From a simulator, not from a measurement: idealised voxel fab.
Process module in this document: voxel released beams
Section shown: cut. Width: 170 nm. Cell size: 5 nm, square.
Cross-section = grid of square cells, listed top down in bands; band = one or more rows.
Top, bottom (nm), then materials left to right with widths (nm); lone material tagged "full width" fills the whole band edge to edge; "air" = empty space.
Heads up on the height convention: 0 is the point under which the incoming wafer is all one material, and the lowest band has no bottom, it just keeps going down, like "0 nm and below".
Width: "30 to 40" (first number = top row, second number = bottom row, same change from row to row of cells).
What does "identical to before" mean for a step? It means no cell of the cross-section changed in that step.
In "Fully enclosed voids" the enclosed voids are listed, meaning empty spaces of 8 cells or larger without any opening to the top. The form is width x height at distance, distance from the left edge, units nm.
Note: text after step settings on the step line = simulator remark on that step.
"overlay nm" on a masked step: distance the mask lay right of its planned place, negative for left.

### The following list gives the planned process steps
| 1 | RECEIVE [material Si] |
| 2 | CONFORMAL_DEP [material Al2O3] [thk nm 5] |
| 3 | DIRECTIONAL_DEP [material SiO2] [thk nm 10] |
| 4 | DIRECTIONAL_DEP [material aC] [thk nm 10] |
| 5 | PATTERN [tone open] [mask id ANCHOR] [material resist] [width nm 35] [thk nm 25] [overlay nm 0] |
| 6 | DIRECTIONAL_ETCH [etch materials aC] [depth nm 10] |
| 7 | STRIP [etch materials resist] |
| 8 | DIRECTIONAL_ETCH [etch materials SiO2] [depth nm 10] |
| 9 | STRIP [etch materials aC] |
| 10 | CONFORMAL_DEP [material SiN] [thk nm 10] |
| 11 | DIRECTIONAL_DEP [material aC] [thk nm 10] |
| 12 | PATTERN [tone cover] [mask id BEAM] [material resist] [width nm 90] [thk nm 30] [overlay nm 0] |
| 13 | DIRECTIONAL_ETCH [etch materials aC] [depth nm 10] |
| 14 | STRIP [etch materials resist] |
| 15 | DIRECTIONAL_ETCH [etch materials SiN] [depth nm 10] |
| 16 | STRIP [etch materials aC] |
| 17 | STRIP [etch materials SiO2] |

### Cross-section of the incoming wafer, state after step 1
> 0 nm and below | Si full width
> Fully enclosed voids: none

### First wafer of two, sectioned at end of module; run went per plan
> 25 nm to 15 nm | air: 35 | SiN: 15 | air: 15 | SiN: 60 | air: 45
> 15 nm to 5 nm | air: 40 | SiN: 35 | air: 95
> 5 nm to 0 nm | Al2O3 full width
> 0 nm and below | Si full width
> Fully enclosed voids: none

### Wafer two, sectioned after the module: the first wafer's start, the first wafer's plan, and one mistake in how it was run
> 20 nm to 10 nm | air: 35 | SiN: 15 | air: 15 | SiN: 60 | air: 45
> 10 nm to 0 nm | air: 40 | SiN: 35 | air: 95
> 0 nm and below | Si full width
> Fully enclosed voids: none
Run error: step 2 from the plan never happened, it was just skipped
Cell-count delta at end, second wafer over first, by material: -34 Al2O3
